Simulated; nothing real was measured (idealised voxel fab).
Process module in this document: voxel capacitor over wiring
Pictured: cross-section cut, 155 nm wide, on a grid of 5 nm square cells.
We lay out every cross-section as a grid of square cells and spell it out in bands from the top down, where one band means one or more rows of cells.
Band entry format. Leading values: height of top, height of bottom, nm. Remainder: materials in left-to-right order, each with its width in nm. Special words: "full width" on a single material, which then fills the band edge to edge; "empty", empty space.
All heights in this document are referenced to 0, defined as the level beneath which the wafer, as received, consists entirely of one material. The lowest band is not bounded below; it extends indefinitely downward and is written in the form "z 0 and below".
Think of "30 to 40" as a width that walks from the first number to the second as you go down the band, top row to bottom row, taking equal-sized steps from row to row.
"nothing altered" after a step means that no cell of the cross-section changed.
"Internal closed voids" - sealed voids, min. 8 cells, no opening to top; format: width x height at distance (distance from left edge; nm throughout).
If you see something after the settings on a step's line, that's the simulator's own remark about that step.
overlay nm: where the mask lay relative to plan, measured to the right, on steps with a mask; negatives go left.

Steps planned for the process
| 1 | RECEIVE (material Si) |
| 2 | CONFORMAL_DEP (material SiO2; thk nm 15) |
| 3 | CONFORMAL_DEP (material SiN; thk nm 5) |
| 4 | DIRECTIONAL_DEP (material SiO2; thk nm 15) |
| 5 | PATTERN (tone open; mask id METAL_1; material resist; width nm 30; pitch nm 85; thk nm 20; overlay nm 0) |
| 6 | DIRECTIONAL_ETCH (etch materials SiO2; depth nm 15) |
| 7 | DIRECTIONAL_ETCH (etch materials SiN; depth nm 5) |
| 8 | STRIP (etch materials resist) |
| 9 | CONFORMAL_DEP (material TiN; thk nm 5) |
| 10 | FILL_DEP (material W; thk nm 10) |
| 11 | CMP (height nm 35) |
| 12 | CONFORMAL_DEP (material SiCN; thk nm 5) |
| 13 | DIRECTIONAL_DEP (material SiO2; thk nm 10) |
| 14 | DIRECTIONAL_DEP (material aC; thk nm 15) |
| 15 | PATTERN (tone open; mask id PLUG_1; material resist; width nm 15; thk nm 30; overlay nm 0) |
| 16 | DIRECTIONAL_ETCH (etch materials aC; depth nm 15) |
| 17 | STRIP (etch materials resist) |
| 18 | DIRECTIONAL_ETCH (etch materials SiO2; depth nm 10) |
| 19 | DIRECTIONAL_ETCH (etch materials SiCN; depth nm 5) |
| 20 | STRIP (etch materials aC) |
| 21 | EPI (material Ru; thk nm 10) |
| 22 | EPI (material Ru; thk nm 5) |
| 23 | DIRECTIONAL_DEP (material TiN; thk nm 10) |
| 24 | DIRECTIONAL_DEP (material Al2O3; thk nm 5) |
| 25 | DIRECTIONAL_DEP (material TiN; thk nm 5) |
| 26 | MASKED_ETCH (tone cover; mask id UPPER_PLATE; width nm 60; etch materials TiN; depth nm 5; overlay nm 0) |
| 27 | MASKED_ETCH (tone cover; mask id UPPER_PLATE; width nm 60; etch materials Al2O3; depth nm 5; overlay nm 0) |
| 28 | PATTERN (tone cover; mask id LOWER_PLATE; material resist; width nm 70; thk nm 20; overlay nm 0) |
| 29 | DIRECTIONAL_ETCH (etch materials TiN; depth nm 10) |
| 30 | STRIP (etch materials resist) |
| 31 | FILL_DEP (material SiO2; thk nm 20) |
| 32 | CMP (height nm 85) |
| 33 | PATTERN (tone open; mask id PLUG_2; material resist; width nm 15; thk nm 15; overlay nm 0) |
| 34 | DIRECTIONAL_ETCH (etch materials SiO2; depth nm 15) |
| 35 | STRIP (etch materials resist) |
| 36 | CONFORMAL_DEP (material TiN; thk nm 5) |
| 37 | FILL_DEP (material Ru; thk nm 5) |
| 38 | CMP (height nm 85) |
| 39 | CONFORMAL_DEP (material SiCN; thk nm 5) |

Incoming wafer, cross-sectional view, post step 1
  z 0 and below  Si full width
  Internal closed voids: none

Run as planned - first of the two wafers cross-sectioned at the end of the module
  z 90 to 85  SiCN full width
  z 85 to 75  SiO2 (45) / TiN (5) / Ru (5) / TiN (5) / SiO2 (95)
  z 75 to 65  SiO2 (45 to 35) / TiN (15 to 60) / SiO2 (95 to 60)
  z 65 to 60  SiO2 (35) / Al2O3 (60) / SiO2 (60)
  z 60 to 50  SiO2 (30) / TiN (70) / SiO2 (55)
  z 50 to 40  SiO2 (35) / Ru (15) / SiO2 (105)
  z 40 to 35  SiCN (35) / Ru (15) / SiCN (105)
  z 35 to 20  SiO2 (20) / TiN (5) / W (20) / TiN (5) / SiO2 (55) / TiN (5) / W (20) / TiN (5) / SiO2 (20)
  z 20 to 15  SiN (20) / TiN (30) / SiN (55) / TiN (30) / SiN (20)
  z 15 to 0  SiO2 full width
  z 0 and below  Si full width
  Internal closed voids: none

This is the second of the two wafers, cross-sectioned at the end of the module; it started exactly like the first and was given the same plan, but it was run with one mistake
  z 90 to 85  Ru full width
  z 85 to 75  SiO2 (45) / TiN (5) / Ru (5) / TiN (5) / SiO2 (95)
  z 75 to 65  SiO2 (45 to 35) / TiN (15 to 60) / SiO2 (95 to 60)
  z 65 to 60  SiO2 (35) / Al2O3 (60) / SiO2 (60)
  z 60 to 50  SiO2 (30) / TiN (70) / SiO2 (55)
  z 50 to 40  SiO2 (35) / Ru (15) / SiO2 (105)
  z 40 to 35  SiCN (35) / Ru (15) / SiCN (105)
  z 35 to 20  SiO2 (20) / TiN (5) / W (20) / TiN (5) / SiO2 (55) / TiN (5) / W (20) / TiN (5) / SiO2 (20)
  z 20 to 15  SiN (20) / TiN (30) / SiN (55) / TiN (30) / SiN (20)
  z 15 to 0  SiO2 full width
  z 0 and below  Si full width
  Internal closed voids: none
Plan not followed: step 39: run off-plan, actual operation and settings CONFORMAL_DEP (material Ru; thk nm 5)
Bottom line after processing is that, in cells, the second wafer is up or down on some materials versus the first: Ru: 31 more, SiCN: 31 fewer
